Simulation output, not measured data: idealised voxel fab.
Process module name: voxel local oxidation
FYI the section here is cut, 240 nm wide, cells are 5 nm squares.
A cross-section is a grid of square cells, given in bands from the top down. A band is one or more rows of cells.
Basically the band line says how high the top is and how high the bottom is, in nm, and then what's in it from left to right, every material with its width in nm. Empty space shows up as "empty", and if a single material carries "throughout" it runs the full band edge to edge.
The level at which height equals 0 is the one under which the wafer, as it arrives, is entirely one material. No lower edge exists for the bottom band, which continues downward and is notated as in "top 0, no bottom".
It should be noted that a width expressed as "30->40" varies in equal increments from row to row of cells within the band, taking the value of the first number at the top row and that of the second number at the bottom row.
A step reported as "same as before" is a step in which no cell of the cross-section changed.
If an empty space has no open way to the top and is at least 8 cells in size, "Internal closed voids" lists it, written width x height at distance, where distance is measured from the left edge and every value is in nm.
Note: text after step settings on the step line = simulator remark on that step.
If you see "overlay nm" on a step's line and that step has a mask, it's telling you how far right of where it was planned the mask ended up; a negative number means it went left instead.

The planned process steps are enumerated hereunder:
- 1: RECEIVE | material Si
- 2: OXIDIZE | depth nm 5
- 3: CONFORMAL_DEP | material SiN | thk nm 15
- 4: MASKED_ETCH | tone cover | mask id ACTIVE | width nm 90 | etch materials SiN | depth nm 15 | overlay nm 0
- 5: SELECTIVE_ETCH | etch materials SiO2 | depth nm 5
- 6: OXIDIZE | depth nm 10
- 7: STRIP | etch materials SiN

Incoming wafer, cross-sectional view, post step 1:
* top 0, no bottom = Si throughout
* Internal closed voids: none

Starting wafer: above. Plan: above. Run: one mistake. Cross-section after the module: below:
* top 0, bottom -5 = empty: 80  SiO2: 80  empty: 80
* top -5, bottom -10 = SiO2: 85  Si: 70  SiO2: 85
* top -10, no bottom = Si throughout
* Internal closed voids: none
what went wrong: step 6 did not use the planned setting and instead ran as OXIDIZE | depth nm 5
